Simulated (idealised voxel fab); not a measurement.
Process module name: voxel wiring stack
In the cross-section labelled cut, the width is 260 nm and each square cell is 5 nm.
We lay out every cross-section as a grid of square cells and spell it out in bands from the top down, where one band means one or more rows of cells. Top height, bottom height, nm. Materials left to right, width each, nm. Single material + "full width" = fills band edge to edge. "blank" = empty. Note: height 0 marks the level under which the wafer is uniformly one material as received. Lowest band unbounded below, written "0 and below". When a width is written as two numbers, as in "30..40", the first number is the width in the top row of cells of the band and the second is the width in its bottom row, and the width changes by the same amount from each row to the next. "identical to before", as given for a step, is the statement that not any cell of the cross-section underwent a change during that step. Entry "Sealed void inventory". Content: empty spaces with no open connection to the top, size 8 cells or greater. Each: width x height at distance. Distance: from left edge. Unit: nm. Step line, after settings: the simulator's comment on this step. "overlay nm" on a masked step: distance the mask lay right of its planned place, negative for left.

Planned process steps:
1 RECEIVE, material Si
2 CONFORMAL_DEP, material SiO2, thk nm 15
3 CONFORMAL_DEP, material SiCN, thk nm 5
4 DIRECTIONAL_DEP, material lowk, thk nm 20
5 MASKED_ETCH, tone open, mask id METAL_1, width nm 25, pitch nm 50, etch materials lowk, depth nm 20, overlay nm 0
6 MASKED_ETCH, tone open, mask id METAL_1, width nm 25, pitch nm 50, etch materials SiCN, depth nm 5, overlay nm 0
7 CONFORMAL_DEP, material TiN, thk nm 5
8 FILL_DEP, material Cu, thk nm 10
9 CMP, height nm 40
10 CONFORMAL_DEP, material SiCN, thk nm 5
11 DIRECTIONAL_DEP, material lowk, thk nm 15
12 MASKED_ETCH, tone open, mask id PLUG_1, width nm 15, pitch nm 100, etch materials lowk, depth nm 15, overlay nm 0
13 MASKED_ETCH, tone open, mask id PLUG_1, width nm 15, pitch nm 100, etch materials SiCN, depth nm 5, overlay nm 0
14 EPI, material Ru, thk nm 10
15 EPI, material Ru, thk nm 10
16 CONFORMAL_DEP, material SiCN, thk nm 5
17 DIRECTIONAL_DEP, material SiO2, thk nm 25
18 DIRECTIONAL_DEP, material aC, thk nm 15
19 PATTERN, tone open, mask id METAL_2, material resist, width nm 25, pitch nm 50, thk nm 30, overlay nm 0
20 DIRECTIONAL_ETCH, etch materials aC, depth nm 15
21 STRIP, etch materials resist
22 DIRECTIONAL_ETCH, etch materials SiO2, depth nm 25
23 DIRECTIONAL_ETCH, etch materials SiCN, depth nm 5
24 STRIP, etch materials aC
25 CONFORMAL_DEP, material TiN, thk nm 5
26 FILL_DEP, material Cu, thk nm 5
27 CMP, height nm 90
28 CONFORMAL_DEP, material SiCN, thk nm 5
29 DIRECTIONAL_DEP, material SiO2, thk nm 15
30 DIRECTIONAL_DEP, material aC, thk nm 15
31 PATTERN, tone open, mask id PLUG_2, material resist, width nm 15, pitch nm 50, thk nm 30, overlay nm 0
32 DIRECTIONAL_ETCH, etch materials aC, depth nm 15
33 STRIP, etch materials resist
34 DIRECTIONAL_ETCH, etch materials SiO2, depth nm 15
35 DIRECTIONAL_ETCH, etch materials SiCN, depth nm 5
36 STRIP, etch materials aC
37 CONFORMAL_DEP, material TiN, thk nm 5
38 FILL_DEP, material Cu, thk nm 10
39 CMP, height nm 110
40 DIRECTIONAL_DEP, material TiN, thk nm 5
41 DIRECTIONAL_DEP, material Ru, thk nm 20
42 PATTERN, tone cover, mask id METAL_3, material resist, width nm 25, pitch nm 50, thk nm 15, overlay nm 0
43 DIRECTIONAL_ETCH, etch materials Ru, depth nm 20
44 DIRECTIONAL_ETCH, etch materials TiN, depth nm 5
45 STRIP, etch materials resist
46 FILL_DEP, material lowk, thk nm 5
47 CMP, height nm 135
48 CONFORMAL_DEP, material SiCN, thk nm 5
49 DIRECTIONAL_DEP, material lowk, thk nm 20
50 MASKED_ETCH, tone open, mask id PLUG_3, width nm 15, pitch nm 50, etch materials lowk, depth nm 20, overlay nm 0
51 MASKED_ETCH, tone open, mask id PLUG_3, width nm 15, pitch nm 50, etch materials SiCN, depth nm 5, overlay nm 0
52 EPI, material Ru, thk nm 10
53 EPI, material Ru, thk nm 10
54 EPI, material Ru, thk nm 5
55 CONFORMAL_DEP, material SiCN, thk nm 5
56 DIRECTIONAL_DEP, material lowk, thk nm 15
57 PATTERN, tone open, mask id METAL_4, material resist, width nm 25, pitch nm 50, thk nm 15, overlay nm 0
58 DIRECTIONAL_ETCH, etch materials lowk, depth nm 15
59 DIRECTIONAL_ETCH, etch materials SiCN, depth nm 5
60 STRIP, etch materials resist
61 CONFORMAL_DEP, material TiN, thk nm 5
62 FILL_DEP, material Ru, thk nm 5
63 CMP, height nm 180
64 CONFORMAL_DEP, material SiCN, thk nm 5

Wafer cross-section on receipt, i.e. after step 1:
- 0 and below  Si full width
- Sealed void inventory: none

Starting structure and process plan are as shown above, but one mistake was made in running the module; the wafer cross-section at the end of the module follows:
- 185 down to 180  SiCN full width
- 180 down to 175  40 SiCN / 25 TiN / 25 SiCN / 25 TiN / 25 SiCN / 25 TiN / 25 SiCN / 25 TiN / 45 SiCN
- 175 down to 160  lowk full width
- 160 down to 140  40 lowk / 15 Ru / 35 lowk / 15 Ru / 35 lowk / 15 Ru / 35 lowk / 15 Ru / 55 lowk
- 140 down to 135  40 SiCN / 15 Ru / 35 SiCN / 15 Ru / 35 SiCN / 15 Ru / 35 SiCN / 15 Ru / 55 SiCN
- 135 down to 115  40 lowk / 25 Ru / 25 lowk / 25 Ru / 25 lowk / 25 Ru / 25 lowk / 25 Ru / 45 lowk
- 115 down to 110  40 lowk / 25 TiN / 25 lowk / 25 TiN / 25 lowk / 25 TiN / 25 lowk / 25 TiN / 45 lowk
- 110 down to 95  40 SiO2 / 5 TiN / 5 Cu / 5 TiN / 35 SiO2 / 5 TiN / 5 Cu / 5 TiN / 35 SiO2 / 5 TiN / 5 Cu / 5 TiN / 35 SiO2 / 5 TiN / 5 Cu / 5 TiN / 55 SiO2
- 95 down to 90  40 SiCN / 15 TiN / 35 SiCN / 15 TiN / 35 SiCN / 15 TiN / 35 SiCN / 15 TiN / 55 SiCN
- 90 down to 65  40 SiO2 / 5 TiN / 15 Cu / 5 TiN / 25 SiO2 / 5 TiN / 15 Cu / 5 TiN / 25 SiO2 / 5 TiN / 15 Cu / 5 TiN / 25 SiO2 / 5 TiN / 15 Cu / 5 TiN / 45 SiO2
- 65 down to 60  40 SiCN / 25 TiN / 25 SiCN / 25 TiN / 25 SiCN / 25 TiN / 25 SiCN / 25 TiN / 45 SiCN
- 60 down to 45  40 lowk / 15 Ru / 85 lowk / 15 Ru / 105 lowk
- 45 down to 40  40 SiCN / 15 Ru / 85 SiCN / 15 Ru / 105 SiCN
- 40 down to 20  40 lowk / 5 TiN / 15 Cu / 5 TiN / 25 lowk / 5 TiN / 15 Cu / 5 TiN / 25 lowk / 5 TiN / 15 Cu / 5 TiN / 25 lowk / 5 TiN / 15 Cu / 5 TiN / 45 lowk
- 20 down to 15  40 SiCN / 25 TiN / 25 SiCN / 25 TiN / 25 SiCN / 25 TiN / 25 SiCN / 25 TiN / 45 SiCN
- 15 down to 0  SiO2 full width
- 0 and below  Si full width
- Sealed void inventory: none
Heads up, the wafer didn't run the way we planned it: steps 55 and 56 traded places in the executed sequence
